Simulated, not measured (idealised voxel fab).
The document below concerns the process module designated voxel spacer lines.
The width of the displayed cross-section, cut, is 180 nm; its cells are square, with a size of 5 nm.
When this document writes out a cross-section, it uses a grid of square cells and lists it as bands, beginning at the top and moving down, with a band standing for one or more rows of cells. Quick guide to a band line: top height, bottom height (nm) up front; then every material left to right with its width in nm. Only one material and it's marked "all across"? Then it fills the band edge to edge. And "air" just means empty space. Heads up on the height convention: 0 is the point under which the incoming wafer is all one material, and the lowest band has no bottom, it just keeps going down, like "0 -> down". So if you see something like "30->40" for the width, read it as the top row of the band sitting at the first number and the bottom row at the second, with every row in between moving by the same amount as the last. Key: "remained the same" - step with no changed cell in the cross-section. Closed-off voids of 8+ cells (no open route to the top) go in "Sealed void inventory", written width x height at distance from the left edge, in nm. Note: text after step settings on the step line = simulator remark on that step. overlay nm: for a step with a mask, the amount by which the mask lay right of where it was planned; a negative amount means left of it.

## The following list gives the planned process steps
step 1: RECEIVE (material Si)
step 2: CONFORMAL_DEP (material Al2O3; thk nm 5)
step 3: DIRECTIONAL_DEP (material TiN; thk nm 15)
step 4: DIRECTIONAL_DEP (material polySi; thk nm 25)
step 5: PATTERN (tone cover; mask id MANDREL; material resist; width nm 25; pitch nm 80; thk nm 30; overlay nm 0)
step 6: DIRECTIONAL_ETCH (etch materials polySi; depth nm 25)
step 7: STRIP (etch materials resist)
step 8: CONFORMAL_DEP (material SiO2; thk nm 15)
step 9: DIRECTIONAL_ETCH (etch materials SiO2; depth nm 15)
step 10: STRIP (etch materials polySi)
step 11: DIRECTIONAL_ETCH (etch materials TiN; depth nm 15)
step 12: STRIP (etch materials SiO2)

## The first wafer of two, processed as planned

## Received-state cross-section, reflecting completion of step 1
  0 -> down: Si all across
  Sealed void inventory: none

## Wafer section view after processing step 2
  5 -> 0: Al2O3 all across
  Nothing below the height 0 has changed.

## Wafer section view after processing step 3
  20 -> 5: TiN all across
  Nothing below the height 5 has changed.

## Wafer section view after processing step 4
  45 -> 20: polySi all across
  Nothing below the height 20 has changed.

## Wafer section view after processing step 5
  75 -> 45: 35 air; 25 resist; 55 air; 25 resist; 40 air
  Nothing below the height 45 has changed.

## Wafer section view after processing step 6
  75 -> 45: 35 air; 25 resist; 55 air; 25 resist; 40 air
  45 -> 20: 35 air; 25 polySi; 55 air; 25 polySi; 40 air
  Nothing below the height 20 has changed.

## Wafer section view after processing step 7
  45 -> 20: 35 air; 25 polySi; 55 air; 25 polySi; 40 air
  Nothing below the height 20 has changed.

## Wafer section view after processing step 8
  60 -> 45: 20 air; 55 SiO2; 25 air; 55 SiO2; 25 air
  45 -> 35: 20 air; 15 SiO2; 25 polySi; 15 SiO2; 25 air; 15 SiO2; 25 polySi; 15 SiO2; 25 air
  35 -> 20: 35 SiO2; 25 polySi; 55 SiO2; 25 polySi; 40 SiO2
  Nothing below the height 20 has changed.

## Wafer section view after processing step 9
  45 -> 20: 20 air; 15 SiO2; 25 polySi; 15 SiO2; 25 air; 15 SiO2; 25 polySi; 15 SiO2; 25 air
  Nothing below the height 20 has changed.

## Wafer section view after processing step 10
  45 -> 20: 20 air; 15 SiO2; 25 air; 15 SiO2; 25 air; 15 SiO2; 25 air; 15 SiO2; 25 air
  Nothing below the height 20 has changed.

## Wafer section view after processing step 11
  45 -> 20: 20 air; 15 SiO2; 25 air; 15 SiO2; 25 air; 15 SiO2; 25 air; 15 SiO2; 25 air
  20 -> 5: 20 air; 15 TiN; 25 air; 15 TiN; 25 air; 15 TiN; 25 air; 15 TiN; 25 air
  Nothing below the height 5 has changed.

## Wafer section view after processing step 12
  20 -> 5: 20 air; 15 TiN; 25 air; 15 TiN; 25 air; 15 TiN; 25 air; 15 TiN; 25 air
  Nothing below the height 5 has changed.

## What follows concerns the second wafer, which started out like the first and was meant to follow the very same plan; one mistake crept in when it was run, but everything up to and including step 4 is the same as for the first wafer

## Cross-section of the second wafer corresponding to the planned conclusion of step 5
  75 -> 45: 45 air; 25 resist; 55 air; 25 resist; 30 air
  Nothing below the height 45 has changed.

## Cross-section of the second wafer corresponding to the planned conclusion of step 6
  75 -> 45: 45 air; 25 resist; 55 air; 25 resist; 30 air
  45 -> 20: 45 air; 25 polySi; 55 air; 25 polySi; 30 air
  Nothing below the height 20 has changed.

## Cross-section of the second wafer corresponding to the planned conclusion of step 7
  45 -> 20: 45 air; 25 polySi; 55 air; 25 polySi; 30 air
  Nothing below the height 20 has changed.

## Cross-section of the second wafer corresponding to the planned conclusion of step 8
  60 -> 45: 30 air; 55 SiO2; 25 air; 55 SiO2; 15 air
  45 -> 35: 30 air; 15 SiO2; 25 polySi; 15 SiO2; 25 air; 15 SiO2; 25 polySi; 15 SiO2; 15 air
  35 -> 20: 45 SiO2; 25 polySi; 55 SiO2; 25 polySi; 30 SiO2
  Nothing below the height 20 has changed.

## Cross-section of the second wafer corresponding to the planned conclusion of step 9
  45 -> 20: 30 air; 15 SiO2; 25 polySi; 15 SiO2; 25 air; 15 SiO2; 25 polySi; 15 SiO2; 15 air
  Nothing below the height 20 has changed.

## Cross-section of the second wafer corresponding to the planned conclusion of step 10
  45 -> 20: 30 air; 15 SiO2; 25 air; 15 SiO2; 25 air; 15 SiO2; 25 air; 15 SiO2; 15 air
  Nothing below the height 20 has changed.

## Cross-section of the second wafer corresponding to the planned conclusion of step 11
  45 -> 20: 30 air; 15 SiO2; 25 air; 15 SiO2; 25 air; 15 SiO2; 25 air; 15 SiO2; 15 air
  20 -> 5: 30 air; 15 TiN; 25 air; 15 TiN; 25 air; 15 TiN; 25 air; 15 TiN; 15 air
  Nothing below the height 5 has changed.

## Cross-section of the second wafer corresponding to the planned conclusion of step 12
  20 -> 5: 30 air; 15 TiN; 25 air; 15 TiN; 25 air; 15 TiN; 25 air; 15 TiN; 15 air
  Nothing below the height 5 has changed.
So what did we get wrong on this run? not per plan at step 5, really ran PATTERN (tone cover; mask id MANDREL; material resist; width nm 25; pitch nm 80; thk nm 30; overlay nm 10)
At the end, the second wafer has the same number of cells of each material as the first, but those cells sit in other places.
